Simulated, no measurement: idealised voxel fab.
Module name: voxel released beams (process module)
Square cell edge 5 nm, section width 140 nm, ID cut.
Cross-section layout: square cells on a grid; listed as bands, top to bottom; a band spans one or more cell rows. First you get the band's top height and its bottom height, in nm, and then the materials it's made of, left to right, with each width in nm. If you see a single material with "full width", that one covers the band edge to edge. "air" is empty space. Where do heights start? At 0: under that level the wafer as delivered is made of one material only. And the lowest band has no floor; it just carries on downward, as in "0 nm and below". So if you see something like "30 to 40" for the width, read it as the top row of the band sitting at the first number and the bottom row at the second, with every row in between moving by the same amount as the last. You'll sometimes find "everything unchanged" written for a step, and that's the way of saying that nowhere in the cross-section did a cell change during that step. Enclosed voids (no open way to top), threshold 8 cells or more, entry "Encapsulated voids", notation width x height at distance, distance from left edge, nm. Text after the settings on a step's line: the simulator's own remark on that step. On any step carrying a mask, the "overlay nm" setting, if present on the step's line, tells how far right of its planned place the mask lay; negative values point to the left. Each of the pairs that make up the rest of this document says: here is the cross-section before one process step, here is the cross-section after it, drawn only down to the lowest band that changed, and here, under the pair, is the step lying between them with its settings. Different pairs may come from different runs of this module on the same starting wafer, so a pair continues from the pair above it only where its entry headed "Pre-process" says so.
Pre-process
- 0 nm and below: Si full width
- Encapsulated voids: none
Section After Processing
- 10 nm to 0 nm: Al2O3 full width
- Below 0 it's all the same as before, nothing changed down there.
- Encapsulated voids: none
Upper to lower cross-section via op CONFORMAL_DEP | material Al2O3 | thk nm 10
Pre-process: Reference is made to the cross-section shown after the step in the pair directly above, which represents the state prior to this step.
Section After Processing
- 25 nm to 10 nm: SiO2 full width
- Below 10 it's all the same as before, nothing changed down there.
- Encapsulated voids: none
Upper to lower cross-section via op DIRECTIONAL_DEP | material SiO2 | thk nm 15
Pre-process: Reference is made to the cross-section shown after the step in the pair directly above, which represents the state prior to this step.
Section After Processing
- 25 nm to 10 nm: SiO2 35  air 25  SiO2 80
- Below 10 it's all the same as before, nothing changed down there.
- Encapsulated voids: none
Upper to lower cross-section via op MASKED_ETCH | tone open | mask id ANCHOR | width nm 25 | etch materials SiO2 | depth nm 15 | overlay nm 0
Pre-process: Reference is made to the cross-section shown after the step in the pair directly above, which represents the state prior to this step.
Section After Processing
- 35 nm to 25 nm: W 45  air 5  W 90
- 25 nm to 20 nm: SiO2 35  W 10  air 5  W 10  SiO2 80
- 20 nm to 10 nm: SiO2 35  W 25  SiO2 80
- Below 10 it's all the same as before, nothing changed down there.
- Encapsulated voids: none
Upper to lower cross-section via op CONFORMAL_DEP | material W | thk nm 10
Pre-process: Reference is made to the cross-section shown after the step in the pair directly above, which represents the state prior to this step.
Section After Processing
- 35 nm to 25 nm: air 30  W 15  air 5  W 50  air 40
- Below 25 it's all the same as before, nothing changed down there.
- Encapsulated voids: none
Upper to lower cross-section via op MASKED_ETCH | tone cover | mask id BEAM | width nm 70 | etch materials W | depth nm 10 | overlay nm 0
Pre-process: Reference is made to the cross-section shown after the step in the pair directly above, which represents the state prior to this step.
Section After Processing
- 35 nm to 25 nm: air 30  W 15  air 5  W 50  air 40
- 25 nm to 20 nm: air 35  W 10  air 5  W 10  air 80
- 20 nm to 10 nm: air 35  W 25  air 80
- Below 10 it's all the same as before, nothing changed down there.
- Encapsulated voids: none
Upper to lower cross-section via op STRIP | etch materials SiO2
Pre-process
- 10 nm to 0 nm: Al2O3 full width
- 0 nm and below: Si full width
- Encapsulated voids: none
Section After Processing
- 20 nm to 10 nm: W full width
- Below 10 it's all the same as before, nothing changed down there.
- Encapsulated voids: none
Upper to lower cross-section via op CONFORMAL_DEP | material W | thk nm 10
Pre-process: Reference is made to the cross-section shown after the step in the pair directly above, which represents the state prior to this step.
Section After Processing
- 20 nm to 10 nm: air 30  W 70  air 40
- Below 10 it's all the same as before, nothing changed down there.
- Encapsulated voids: none
Upper to lower cross-section via op MASKED_ETCH | tone cover | mask id BEAM | width nm 70 | etch materials W | depth nm 10 | overlay nm 0
Pre-process
- 0 nm and below: Si full width
- Encapsulated voids: none
Section After Processing
- 15 nm to 0 nm: SiO2 full width
- Below 0 it's all the same as before, nothing changed down there.
- Encapsulated voids: none
Upper to lower cross-section via op DIRECTIONAL_DEP | material SiO2 | thk nm 15
Pre-process: Reference is made to the cross-section shown after the step in the pair directly above, which represents the state prior to this step.
Section After Processing
- 25 nm to 15 nm: Al2O3 full width
- Below 15 it's all the same as before, nothing changed down there.
- Encapsulated voids: none
Upper to lower cross-section via op CONFORMAL_DEP | material Al2O3 | thk nm 10
Pre-process: Reference is made to the cross-section shown after the step in the pair directly above, which represents the state prior to this step.
Section After Processing
- 35 nm to 25 nm: W full width
- Below 25 it's all the same as before, nothing changed down there.
- Encapsulated voids: none
Upper to lower cross-section via op CONFORMAL_DEP | material W | thk nm 10
Pre-process: Reference is made to the cross-section shown after the step in the pair directly above, which represents the state prior to this step.
Section After Processing
- 35 nm to 25 nm: air 30  W 70  air 40
- Below 25 it's all the same as before, nothing changed down there.
- Encapsulated voids: none
Upper to lower cross-section via op MASKED_ETCH | tone cover | mask id BEAM | width nm 70 | etch materials W | depth nm 10 | overlay nm 0
Pre-process
- 10 nm to 0 nm: Al2O3 full width
- 0 nm and below: Si full width
- Encapsulated voids: none
Section After Processing
- 15 nm to 10 nm: SiO2 full width
- Below 10 it's all the same as before, nothing changed down there.
- Encapsulated voids: none
Upper to lower cross-section via op DIRECTIONAL_DEP | material SiO2 | thk nm 5
Pre-process: Reference is made to the cross-section shown after the step in the pair directly above, which represents the state prior to this step.
Section After Processing
- 15 nm to 10 nm: SiO2 35  air 25  SiO2 80
- Below 10 it's all the same as before, nothing changed down there.
- Encapsulated voids: none
Upper to lower cross-section via op MASKED_ETCH | tone open | mask id ANCHOR | width nm 25 | etch materials SiO2 | depth nm 15 | overlay nm 0
Pre-process: Reference is made to the cross-section shown after the step in the pair directly above, which represents the state prior to this step.
Section After Processing
- 25 nm to 20 nm: W 45  air 5  W 90
- 20 nm to 15 nm: W full width
- 15 nm to 10 nm: SiO2 35  W 25  SiO2 80
- Below 10 it's all the same as before, nothing changed down there.
- Encapsulated voids: none
Upper to lower cross-section via op CONFORMAL_DEP | material W | thk nm 10
Pre-process: Reference is made to the cross-section shown after the step in the pair directly above, which represents the state prior to this step.
Section After Processing
- 25 nm to 20 nm: air 30  W 15  air 5  W 50  air 40
- 20 nm to 15 nm: air 30  W 70  air 40
- Below 15 it's all the same as before, nothing changed down there.
- Encapsulated voids: none
Upper to lower cross-section via op MASKED_ETCH | tone cover | mask id BEAM | width nm 70 | etch materials W | depth nm 10 | overlay nm 0
Pre-process: Reference is made to the cross-section shown after the step in the pair directly above, which represents the state prior to this step.
Section After Processing
- 25 nm to 20 nm: air 30  W 15  air 5  W 50  air 40
- 20 nm to 10 nm: air 30 to 35  W 70 to 25  air 40 to 80
- Below 10 it's all the same as before, nothing changed down there.
- Encapsulated voids: none
Upper to lower cross-section via op STRIP | etch materials SiO2
Pre-process
- 25 nm to 10 nm: SiO2 full width
- 10 nm to 0 nm: Al2O3 full width
- 0 nm and below: Si full width
- Encapsulated voids: none
Section After Processing
- 25 nm to 10 nm: SiO2 35  air 30  SiO2 75
- Below 10 it's all the same as before, nothing changed down there.
- Encapsulated voids: none
Upper to lower cross-section via op MASKED_ETCH | tone open | mask id ANCHOR | width nm 30 | etch materials SiO2 | depth nm 15 | overlay nm 0
Pre-process: Reference is made to the cross-section shown after the step in the pair directly above, which represents the state prior to this step.
Section After Processing
- 35 nm to 25 nm: W 45  air 10  W 85
- 25 nm to 20 nm: SiO2 35  W 10  air 10  W 10  SiO2 75
- 20 nm to 10 nm: SiO2 35  W 30  SiO2 75
- Below 10 it's all the same as before, nothing changed down there.
- Encapsulated voids: none
Upper to lower cross-section via op CONFORMAL_DEP | material W | thk nm 10
Pre-process: Reference is made to the cross-section shown after the step in the pair directly above, which represents the state prior to this step.
Section After Processing
- 35 nm to 25 nm: air 30  W 15  air 10  W 45  air 40
- Below 25 it's all the same as before, nothing changed down there.
- Encapsulated voids: none
Upper to lower cross-section via op MASKED_ETCH | tone cover | mask id BEAM | width nm 70 | etch materials W | depth nm 10 | overlay nm 0
Pre-process: Reference is made to the cross-section shown after the step in the pair directly above, which represents the state prior to this step.
Section After Processing
- 35 nm to 25 nm: air 30  W 15  air 10  W 45  air 40
- 25 nm to 20 nm: air 35  W 10  air 10  W 10  air 75
- 20 nm to 10 nm: air 35  W 30  air 75
- Below 10 it's all the same as before, nothing changed down there.
- Encapsulated voids: none
Upper to lower cross-section via op STRIP | etch materials SiO2
Pre-process
- 25 nm to 10 nm: SiO2 full width
- 10 nm to 0 nm: Al2O3 full width
- 0 nm and below: Si full width
- Encapsulated voids: none
Section After Processing
- 25 nm to 10 nm: SiO2 30  air 25  SiO2 85
- Below 10 it's all the same as before, nothing changed down there.
- Encapsulated voids: none
Upper to lower cross-section via op MASKED_ETCH | tone open | mask id ANCHOR | width nm 25 | etch materials SiO2 | depth nm 15 | overlay nm -5
Pre-process: Reference is made to the cross-section shown after the step in the pair directly above, which represents the state prior to this step.
Section After Processing
- 35 nm to 25 nm: W 40  air 5  W 95
- 25 nm to 20 nm: SiO2 30  W 10  air 5  W 10  SiO2 85
- 20 nm to 10 nm: SiO2 30  W 25  SiO2 85
- Below 10 it's all the same as before, nothing changed down there.
- Encapsulated voids: none
Upper to lower cross-section via op CONFORMAL_DEP | material W | thk nm 10
Pre-process: Reference is made to the cross-section shown after the step in the pair directly above, which represents the state prior to this step.
Section After Processing
- 35 nm to 25 nm: air 30  W 10  air 5  W 55  air 40
- Below 25 it's all the same as before, nothing changed down there.
- Encapsulated voids: none
Upper to lower cross-section via op MASKED_ETCH | tone cover | mask id BEAM | width nm 70 | etch materials W | depth nm 10 | overlay nm 0
Pre-process: Reference is made to the cross-section shown after the step in the pair directly above, which represents the state prior to this step.
Section After Processing
- 35 nm to 25 nm: air 30  W 10  air 5  W 55  air 40
- 25 nm to 20 nm: air 30  W 10  air 5  W 10  air 85
- 20 nm to 10 nm: air 30  W 25  air 85
- Below 10 it's all the same as before, nothing changed down there.
- Encapsulated voids: none
Upper to lower cross-section via op STRIP | etch materials SiO2
Pre-process
- 35 nm to 25 nm: air 30  W 15  air 5  W 50  air 40
- 25 nm to 20 nm: SiO2 35  W 10  air 5  W 10  SiO2 80
- 20 nm to 10 nm: SiO2 35  W 25  SiO2 80
- 10 nm to 0 nm: Al2O3 full width
- 0 nm and below: Si full width
- Encapsulated voids: none
Section After Processing
- 25 nm to 10 nm: SiO2 35  air 25  SiO2 80
- Below 10 it's all the same as before, nothing changed down there.
- Encapsulated voids: none
Upper to lower cross-section via op STRIP | etch materials W
Pre-process
- 35 nm to 25 nm: W 45  air 5  W 90
- 25 nm to 20 nm: SiO2 35  W 10  air 5  W 10  SiO2 80
- 20 nm to 10 nm: SiO2 35  W 25  SiO2 80
- 10 nm to 0 nm: Al2O3 full width
- 0 nm and below: Si full width
- Encapsulated voids: none
Section After Processing
- 35 nm to 25 nm: W 30  air 70  W 40
- 25 nm to 10 nm: SiO2 35  W 10  air 5  W 10  SiO2 80
- Below 10 it's all the same as before, nothing changed down there.
- Encapsulated voids: none
Upper to lower cross-section via op MASKED_ETCH | tone open | mask id BEAM | width nm 70 | etch materials W | depth nm 10 | overlay nm 0
Pre-process: Reference is made to the cross-section shown after the step in the pair directly above, which represents the state prior to this step.
Section After Processing
- 25 nm to 10 nm: air 35  W 10  air 5  W 10  air 80
- Below 10 it's all the same as before, nothing changed down there.
- Encapsulated voids: none
Upper to lower cross-section via op STRIP | etch materials SiO2
